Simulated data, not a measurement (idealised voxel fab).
process module | voxel transistor to metal
cross-section cut | 300 nm wide | cells 5 nm
A cross-section is a grid of square cells, given in bands from the top down. A band is one or more rows of cells.
Each band's line starts with the height of the band's top and of its bottom, in nm. Then come its materials from left to right, each with its width in nm. One material with "throughout" fills the band from edge to edge. "air" is empty space.
Height 0 is the level under which the wafer as received is all one material. The lowest band goes on downwards, as in "0 down".
A width such as "30 to 40" changes by the same amount from each row of cells to the next, from the band's top row to its bottom row.
"no change" after a step means that no cell of the cross-section changed.
closed voids: empty space of 8 cells or more with no open way to the top, each as width x height at its distance from the left edge, in nm
after a step's settings: what the simulator itself notes on the step
overlay nm, on a step with a mask: how far to the right of its planned place the mask lay; to the left if negative
plan
1 op RECEIVE | material Si
2 op CONFORMAL_DEP | material SiO2 | thk nm 5
3 op CONFORMAL_DEP | material SiN | thk nm 10
4 op DIRECTIONAL_DEP | material aC | thk nm 15
5 op PATTERN | tone cover | mask id ACTIVE | material resist | width nm 95 | pitch nm 125 | thk nm 30 | overlay nm 0
6 op DIRECTIONAL_ETCH | etch materials aC | depth nm 15
7 op STRIP | etch materials resist
8 op DIRECTIONAL_ETCH | etch materials SiN | depth nm 10
9 op DIRECTIONAL_ETCH | etch materials SiO2 | depth nm 5
10 op DIRECTIONAL_ETCH | etch materials Si | depth nm 20
11 op STRIP | etch materials aC
12 op FILL_DEP | material SiO2 | thk nm 10
13 op CMP | height nm 15
14 op SELECTIVE_ETCH | etch materials SiO2 | depth nm 5
15 op STRIP | etch materials SiN
16 op SELECTIVE_ETCH | etch materials SiO2 | depth nm 5
17 op OXIDIZE | depth nm 5
18 op DIRECTIONAL_DEP | material polySi | thk nm 25
19 op DIRECTIONAL_DEP | material SiCN | thk nm 15
20 op DIRECTIONAL_DEP | material aC | thk nm 10
21 op PATTERN | tone cover | mask id GATE | material resist | width nm 15 | pitch nm 125 | thk nm 25 | overlay nm 0
22 op DIRECTIONAL_ETCH | etch materials aC | depth nm 10
23 op STRIP | etch materials resist
24 op DIRECTIONAL_ETCH | etch materials SiCN | depth nm 25
25 op DIRECTIONAL_ETCH | etch materials polySi | depth nm 35
26 op STRIP | etch materials aC
27 op CONFORMAL_DEP | material SiN | thk nm 5
28 op DIRECTIONAL_ETCH | etch materials SiN | depth nm 5
29 op DIRECTIONAL_ETCH | etch materials SiO2 | depth nm 5
30 op EPI | material nSi | thk nm 5
31 op FILL_DEP | material SiO2 | thk nm 10
32 op CMP | height nm 40
33 op DIRECTIONAL_DEP | material SiO2 | thk nm 15
34 op DIRECTIONAL_DEP | material aC | thk nm 15
35 op PATTERN | tone open | mask id CONTACT | material resist | width nm 15 | thk nm 35 | overlay nm 0
36 op DIRECTIONAL_ETCH | etch materials aC | depth nm 15
37 op STRIP | etch materials resist
38 op DIRECTIONAL_ETCH | etch materials SiO2 | depth nm 55
39 op STRIP | etch materials aC
40 op CONFORMAL_DEP | material TiN | thk nm 5
41 op FILL_DEP | material W | thk nm 5
42 op CMP | height nm 55
43 op DIRECTIONAL_DEP | material TiN | thk nm 5
44 op DIRECTIONAL_DEP | material W | thk nm 15
45 op DIRECTIONAL_DEP | material aC | thk nm 15
46 op PATTERN | tone cover | mask id METAL_1 | material resist | width nm 15 | thk nm 30 | overlay nm 0
47 op DIRECTIONAL_ETCH | etch materials aC | depth nm 15
48 op STRIP | etch materials resist
49 op DIRECTIONAL_ETCH | etch materials W | depth nm 15
50 op DIRECTIONAL_ETCH | etch materials TiN | depth nm 5
51 op STRIP | etch materials aC
52 op CONFORMAL_DEP | material SiN | thk nm 5
53 op FILL_DEP | material lowk | thk nm 5
54 op CMP | height nm 75
55 op CONFORMAL_DEP | material SiN | thk nm 5
first wafer, as planned
as received, after step 1
  0 down: Si throughout
  closed voids: none
after step 2
  5 to 0: SiO2 throughout
  below 0: unchanged
after step 3
  15 to 5: SiN throughout
  below 5: unchanged
after step 4
  30 to 15: aC throughout
  below 15: unchanged
after step 5
  60 to 30: air 40 | resist 95 | air 30 | resist 95 | air 40
  below 30: unchanged
after step 6
  45 to 30: air 40 | resist 95 | air 30 | resist 95 | air 40
  30 to 15: air 40 | aC 95 | air 30 | aC 95 | air 40
  below 15: unchanged
after step 7
  30 to 15: air 40 | aC 95 | air 30 | aC 95 | air 40
  below 15: unchanged
after step 8
  30 to 15: air 40 | aC 95 | air 30 | aC 95 | air 40
  15 to 5: air 40 | SiN 95 | air 30 | SiN 95 | air 40
  below 5: unchanged
after step 9
  30 to 15: air 40 | aC 95 | air 30 | aC 95 | air 40
  15 to 5: air 40 | SiN 95 | air 30 | SiN 95 | air 40
  5 to 0: air 40 | SiO2 95 | air 30 | SiO2 95 | air 40
  below 0: unchanged
after step 10
  30 to 15: air 40 | aC 95 | air 30 | aC 95 | air 40
  15 to 5: air 40 | SiN 95 | air 30 | SiN 95 | air 40
  5 to 0: air 40 | SiO2 95 | air 30 | SiO2 95 | air 40
  0 to -20: air 40 | Si 95 | air 30 | Si 95 | air 40
  below -20: unchanged
after step 11
  15 to 5: air 40 | SiN 95 | air 30 | SiN 95 | air 40
  below 5: unchanged
after step 12
  25 to 15: SiO2 throughout
  15 to 5: SiO2 40 | SiN 95 | SiO2 30 | SiN 95 | SiO2 40
  5 to 0: SiO2 throughout
  0 to -20: SiO2 40 | Si 95 | SiO2 30 | Si 95 | SiO2 40
  below -20: unchanged
after step 13
  15 to 5: SiO2 40 | SiN 95 | SiO2 30 | SiN 95 | SiO2 40
  below 5: unchanged
after step 14
  15 to 10: air 40 | SiN 95 | air 30 | SiN 95 | air 40
  below 10: unchanged
after step 15
  10 to 5: SiO2 40 | air 95 | SiO2 30 | air 95 | SiO2 40
  below 5: unchanged
after step 16
  5 to 0: SiO2 35 | air 105 | SiO2 20 | air 105 | SiO2 35
  below 0: unchanged
after step 17
  5 to 0: SiO2 35 | air 105 | SiO2 20 | air 105 | SiO2 35
  0 to -5: SiO2 throughout
  below -5: unchanged
after step 18
  30 to 25: polySi 35 | air 105 | polySi 20 | air 105 | polySi 35
  25 to 5: polySi throughout
  5 to 0: SiO2 35 | polySi 105 | SiO2 20 | polySi 105 | SiO2 35
  below 0: unchanged
after step 19
  45 to 40: SiCN 35 | air 105 | SiCN 20 | air 105 | SiCN 35
  40 to 30: SiCN throughout
  30 to 25: polySi 35 | SiCN 105 | polySi 20 | SiCN 105 | polySi 35
  below 25: unchanged
after step 20
  55 to 50: aC 35 | air 105 | aC 20 | air 105 | aC 35
  50 to 45: aC throughout
  45 to 40: SiCN 35 | aC 105 | SiCN 20 | aC 105 | SiCN 35
  below 40: unchanged
after step 21
  80 to 55: air 80 | resist 15 | air 110 | resist 15 | air 80
  55 to 50: aC 35 | air 45 | resist 15 | air 45 | aC 20 | air 45 | resist 15 | air 45 | aC 35
  below 50: unchanged
after step 22
  70 to 50: air 80 | resist 15 | air 110 | resist 15 | air 80
  50 to 45: air 80 | aC 15 | air 110 | aC 15 | air 80
  45 to 40: SiCN 35 | air 45 | aC 15 | air 45 | SiCN 20 | air 45 | aC 15 | air 45 | SiCN 35
  below 40: unchanged
after step 23
  50 to 45: air 80 | aC 15 | air 110 | aC 15 | air 80
  below 45: unchanged
after step 24
  50 to 40: air 80 | aC 15 | air 110 | aC 15 | air 80
  40 to 30: air 80 | SiCN 15 | air 110 | SiCN 15 | air 80
  30 to 25: polySi 35 | air 45 | SiCN 15 | air 45 | polySi 20 | air 45 | SiCN 15 | air 45 | polySi 35
  below 25: unchanged
after step 25
  50 to 40: air 80 | aC 15 | air 110 | aC 15 | air 80
  40 to 25: air 80 | SiCN 15 | air 110 | SiCN 15 | air 80
  25 to 5: air 80 | polySi 15 | air 110 | polySi 15 | air 80
  5 to 0: SiO2 35 | air 45 | polySi 15 | air 45 | SiO2 20 | air 45 | polySi 15 | air 45 | SiO2 35
  below 0: unchanged
after step 26
  40 to 25: air 80 | SiCN 15 | air 110 | SiCN 15 | air 80
  below 25: unchanged
after step 27
  45 to 40: air 75 | SiN 25 | air 100 | SiN 25 | air 75
  40 to 25: air 75 | SiN 5 | SiCN 15 | SiN 5 | air 100 | SiN 5 | SiCN 15 | SiN 5 | air 75
  25 to 10: air 75 | SiN 5 | polySi 15 | SiN 5 | air 100 | SiN 5 | polySi 15 | SiN 5 | air 75
  10 to 5: SiN 40 | air 35 | SiN 5 | polySi 15 | SiN 5 | air 35 | SiN 30 | air 35 | SiN 5 | polySi 15 | SiN 5 | air 35 | SiN 40
  5 to 0: SiO2 35 | SiN 45 | polySi 15 | SiN 45 | SiO2 20 | SiN 45 | polySi 15 | SiN 45 | SiO2 35
  below 0: unchanged
after step 28
  40 to 25: air 75 | SiN 5 | SiCN 15 | SiN 5 | air 100 | SiN 5 | SiCN 15 | SiN 5 | air 75
  25 to 5: air 75 | SiN 5 | polySi 15 | SiN 5 | air 100 | SiN 5 | polySi 15 | SiN 5 | air 75
  5 to 0: SiO2 35 | SiN 5 | air 35 | SiN 5 | polySi 15 | SiN 5 | air 35 | SiN 5 | SiO2 20 | SiN 5 | air 35 | SiN 5 | polySi 15 | SiN 5 | air 35 | SiN 5 | SiO2 35
  below 0: unchanged
after step 29
  40 to 25: air 75 | SiN 5 | SiCN 15 | SiN 5 | air 100 | SiN 5 | SiCN 15 | SiN 5 | air 75
  25 to 5: air 75 | SiN 5 | polySi 15 | SiN 5 | air 100 | SiN 5 | polySi 15 | SiN 5 | air 75
  5 to 0: air 35 | SiN 5 | air 35 | SiN 5 | polySi 15 | SiN 5 | air 35 | SiN 5 | air 20 | SiN 5 | air 35 | SiN 5 | polySi 15 | SiN 5 | air 35 | SiN 5 | air 35
  0 to -5: SiO2 40 | air 35 | SiO2 25 | air 35 | SiO2 30 | air 35 | SiO2 25 | air 35 | SiO2 40
  below -5: unchanged
after step 30
  40 to 25: air 75 | SiN 5 | SiCN 15 | SiN 5 | air 100 | SiN 5 | SiCN 15 | SiN 5 | air 75
  25 to 5: air 75 | SiN 5 | polySi 15 | SiN 5 | air 100 | SiN 5 | polySi 15 | SiN 5 | air 75
  5 to 0: air 35 | SiN 5 | air 35 | SiN 5 | polySi 15 | SiN 5 | air 35 | SiN 5 | air 20 | SiN 5 | air 35 | SiN 5 | polySi 15 | SiN 5 | air 35 | SiN 5 | air 35
  0 to -5: SiO2 40 | nSi 35 | SiO2 25 | nSi 35 | SiO2 30 | nSi 35 | SiO2 25 | nSi 35 | SiO2 40
  below -5: unchanged
after step 31
  50 to 40: SiO2 throughout
  40 to 25: SiO2 75 | SiN 5 | SiCN 15 | SiN 5 | SiO2 100 | SiN 5 | SiCN 15 | SiN 5 | SiO2 75
  25 to 5: SiO2 75 | SiN 5 | polySi 15 | SiN 5 | SiO2 100 | SiN 5 | polySi 15 | SiN 5 | SiO2 75
  5 to 0: SiO2 35 | SiN 5 | SiO2 35 | SiN 5 | polySi 15 | SiN 5 | SiO2 35 | SiN 5 | SiO2 20 | SiN 5 | SiO2 35 | SiN 5 | polySi 15 | SiN 5 | SiO2 35 | SiN 5 | SiO2 35
  below 0: unchanged
after step 32
  40 to 25: SiO2 75 | SiN 5 | SiCN 15 | SiN 5 | SiO2 100 | SiN 5 | SiCN 15 | SiN 5 | SiO2 75
  below 25: unchanged
after step 33
  55 to 40: SiO2 throughout
  below 40: unchanged
after step 34
  70 to 55: aC throughout
  below 55: unchanged
after step 35
  105 to 70: resist 50 | air 15 | resist 45 | air 15 | resist 50 | air 15 | resist 45 | air 15 | resist 50
  below 70: unchanged
after step 36
  90 to 70: resist 50 | air 15 | resist 45 | air 15 | resist 50 | air 15 | resist 45 | air 15 | resist 50
  70 to 55: aC 50 | air 15 | aC 45 | air 15 | aC 50 | air 15 | aC 45 | air 15 | aC 50
  below 55: unchanged
after step 37
  70 to 55: aC 50 | air 15 | aC 45 | air 15 | aC 50 | air 15 | aC 45 | air 15 | aC 50
  below 55: unchanged
after step 38
  70 to 55: aC 50 | air 15 | aC 45 | air 15 | aC 50 | air 15 | aC 45 | air 15 | aC 50
  55 to 40: SiO2 50 | air 15 | SiO2 45 | air 15 | SiO2 50 | air 15 | SiO2 45 | air 15 | SiO2 50
  40 to 25: SiO2 50 | air 15 | SiO2 10 | SiN 5 | SiCN 15 | SiN 5 | SiO2 10 | air 15 | SiO2 50 | air 15 | SiO2 10 | SiN 5 | SiCN 15 | SiN 5 | SiO2 10 | air 15 | SiO2 50
  25 to 5: SiO2 50 | air 15 | SiO2 10 | SiN 5 | polySi 15 | SiN 5 | SiO2 10 | air 15 | SiO2 50 | air 15 | SiO2 10 | SiN 5 | polySi 15 | SiN 5 | SiO2 10 | air 15 | SiO2 50
  5 to 0: SiO2 35 | SiN 5 | SiO2 10 | air 15 | SiO2 10 | SiN 5 | polySi 15 | SiN 5 | SiO2 10 | air 15 | SiO2 10 | SiN 5 | SiO2 20 | SiN 5 | SiO2 10 | air 15 | SiO2 10 | SiN 5 | polySi 15 | SiN 5 | SiO2 10 | air 15 | SiO2 10 | SiN 5 | SiO2 35
  below 0: unchanged
after step 39
  55 to 40: SiO2 50 | air 15 | SiO2 45 | air 15 | SiO2 50 | air 15 | SiO2 45 | air 15 | SiO2 50
  below 40: unchanged
after step 40
  60 to 55: TiN 55 | air 5 | TiN 55 | air 5 | TiN 60 | air 5 | TiN 55 | air 5 | TiN 55
  55 to 40: SiO2 50 | TiN 5 | air 5 | TiN 5 | SiO2 45 | TiN 5 | air 5 | TiN 5 | SiO2 50 | TiN 5 | air 5 | TiN 5 | SiO2 45 | TiN 5 | air 5 | TiN 5 | SiO2 50
  40 to 25: SiO2 50 | TiN 5 | air 5 | TiN 5 | SiO2 10 | SiN 5 | SiCN 15 | SiN 5 | SiO2 10 | TiN 5 | air 5 | TiN 5 | SiO2 50 | TiN 5 | air 5 | TiN 5 | SiO2 10 | SiN 5 | SiCN 15 | SiN 5 | SiO2 10 | TiN 5 | air 5 | TiN 5 | SiO2 50
  25 to 5: SiO2 50 | TiN 5 | air 5 | TiN 5 | SiO2 10 | SiN 5 | polySi 15 | SiN 5 | SiO2 10 | TiN 5 | air 5 | TiN 5 | SiO2 50 | TiN 5 | air 5 | TiN 5 | SiO2 10 | SiN 5 | polySi 15 | SiN 5 | SiO2 10 | TiN 5 | air 5 | TiN 5 | SiO2 50
  5 to 0: SiO2 35 | SiN 5 | SiO2 10 | TiN 15 | SiO2 10 | SiN 5 | polySi 15 | SiN 5 | SiO2 10 | TiN 15 | SiO2 10 | SiN 5 | SiO2 20 | SiN 5 | SiO2 10 | TiN 15 | SiO2 10 | SiN 5 | polySi 15 | SiN 5 | SiO2 10 | TiN 15 | SiO2 10 | SiN 5 | SiO2 35
  below 0: unchanged
after step 41
  65 to 60: W throughout
  60 to 55: TiN 55 | W 5 | TiN 55 | W 5 | TiN 60 | W 5 | TiN 55 | W 5 | TiN 55
  55 to 40: SiO2 50 | TiN 5 | W 5 | TiN 5 | SiO2 45 | TiN 5 | W 5 | TiN 5 | SiO2 50 | TiN 5 | W 5 | TiN 5 | SiO2 45 | TiN 5 | W 5 | TiN 5 | SiO2 50
  40 to 25: SiO2 50 | TiN 5 | W 5 | TiN 5 | SiO2 10 | SiN 5 | SiCN 15 | SiN 5 | SiO2 10 | TiN 5 | W 5 | TiN 5 | SiO2 50 | TiN 5 | W 5 | TiN 5 | SiO2 10 | SiN 5 | SiCN 15 | SiN 5 | SiO2 10 | TiN 5 | W 5 | TiN 5 | SiO2 50
  25 to 5: SiO2 50 | TiN 5 | W 5 | TiN 5 | SiO2 10 | SiN 5 | polySi 15 | SiN 5 | SiO2 10 | TiN 5 | W 5 | TiN 5 | SiO2 50 | TiN 5 | W 5 | TiN 5 | SiO2 10 | SiN 5 | polySi 15 | SiN 5 | SiO2 10 | TiN 5 | W 5 | TiN 5 | SiO2 50
  below 5: unchanged
after step 42
  55 to 40: SiO2 50 | TiN 5 | W 5 | TiN 5 | SiO2 45 | TiN 5 | W 5 | TiN 5 | SiO2 50 | TiN 5 | W 5 | TiN 5 | SiO2 45 | TiN 5 | W 5 | TiN 5 | SiO2 50
  below 40: unchanged
after step 43
  60 to 55: TiN throughout
  below 55: unchanged
after step 44
  75 to 60: W throughout
  below 60: unchanged
after step 45
  90 to 75: aC throughout
  below 75: unchanged
after step 46
  120 to 90: air 50 | resist 15 | air 45 | resist 15 | air 50 | resist 15 | air 45 | resist 15 | air 50
  below 90: unchanged
after step 47
  105 to 90: air 50 | resist 15 | air 45 | resist 15 | air 50 | resist 15 | air 45 | resist 15 | air 50
  90 to 75: air 50 | aC 15 | air 45 | aC 15 | air 50 | aC 15 | air 45 | aC 15 | air 50
  below 75: unchanged
after step 48
  90 to 75: air 50 | aC 15 | air 45 | aC 15 | air 50 | aC 15 | air 45 | aC 15 | air 50
  below 75: unchanged
after step 49
  90 to 75: air 50 | aC 15 | air 45 | aC 15 | air 50 | aC 15 | air 45 | aC 15 | air 50
  75 to 60: air 50 | W 15 | air 45 | W 15 | air 50 | W 15 | air 45 | W 15 | air 50
  below 60: unchanged
after step 50
  90 to 75: air 50 | aC 15 | air 45 | aC 15 | air 50 | aC 15 | air 45 | aC 15 | air 50
  75 to 60: air 50 | W 15 | air 45 | W 15 | air 50 | W 15 | air 45 | W 15 | air 50
  60 to 55: air 50 | TiN 15 | air 45 | TiN 15 | air 50 | TiN 15 | air 45 | TiN 15 | air 50
  below 55: unchanged
after step 51
  75 to 60: air 50 | W 15 | air 45 | W 15 | air 50 | W 15 | air 45 | W 15 | air 50
  below 60: unchanged
after step 52
  80 to 75: air 45 | SiN 25 | air 35 | SiN 25 | air 40 | SiN 25 | air 35 | SiN 25 | air 45
  75 to 60: air 45 | SiN 5 | W 15 | SiN 5 | air 35 | SiN 5 | W 15 | SiN 5 | air 40 | SiN 5 | W 15 | SiN 5 | air 35 | SiN 5 | W 15 | SiN 5 | air 45
  60 to 55: SiN 50 | TiN 15 | SiN 45 | TiN 15 | SiN 50 | TiN 15 | SiN 45 | TiN 15 | SiN 50
  below 55: unchanged
after step 53
  85 to 80: lowk throughout
  80 to 75: lowk 45 | SiN 25 | lowk 35 | SiN 25 | lowk 40 | SiN 25 | lowk 35 | SiN 25 | lowk 45
  75 to 60: lowk 45 | SiN 5 | W 15 | SiN 5 | lowk 35 | SiN 5 | W 15 | SiN 5 | lowk 40 | SiN 5 | W 15 | SiN 5 | lowk 35 | SiN 5 | W 15 | SiN 5 | lowk 45
  below 60: unchanged
after step 54
  75 to 60: lowk 45 | SiN 5 | W 15 | SiN 5 | lowk 35 | SiN 5 | W 15 | SiN 5 | lowk 40 | SiN 5 | W 15 | SiN 5 | lowk 35 | SiN 5 | W 15 | SiN 5 | lowk 45
  below 60: unchanged
after step 55
  80 to 75: SiN throughout
  below 75: unchanged
second wafer: like start, like plan, one mistake. Through step 53 it matches the first wafer
when step 54 should have ended
  80 to 75: lowk 45 | SiN 25 | lowk 35 | SiN 25 | lowk 40 | SiN 25 | lowk 35 | SiN 25 | lowk 45
  below 75: unchanged
when step 55 should have ended
  85 to 80: SiN throughout
  below 80: unchanged
what went wrong: step 54 ran as: op CMP | height nm 80
at the end the second wafer has, in cells: 20 more of SiN | 40 more of lowk
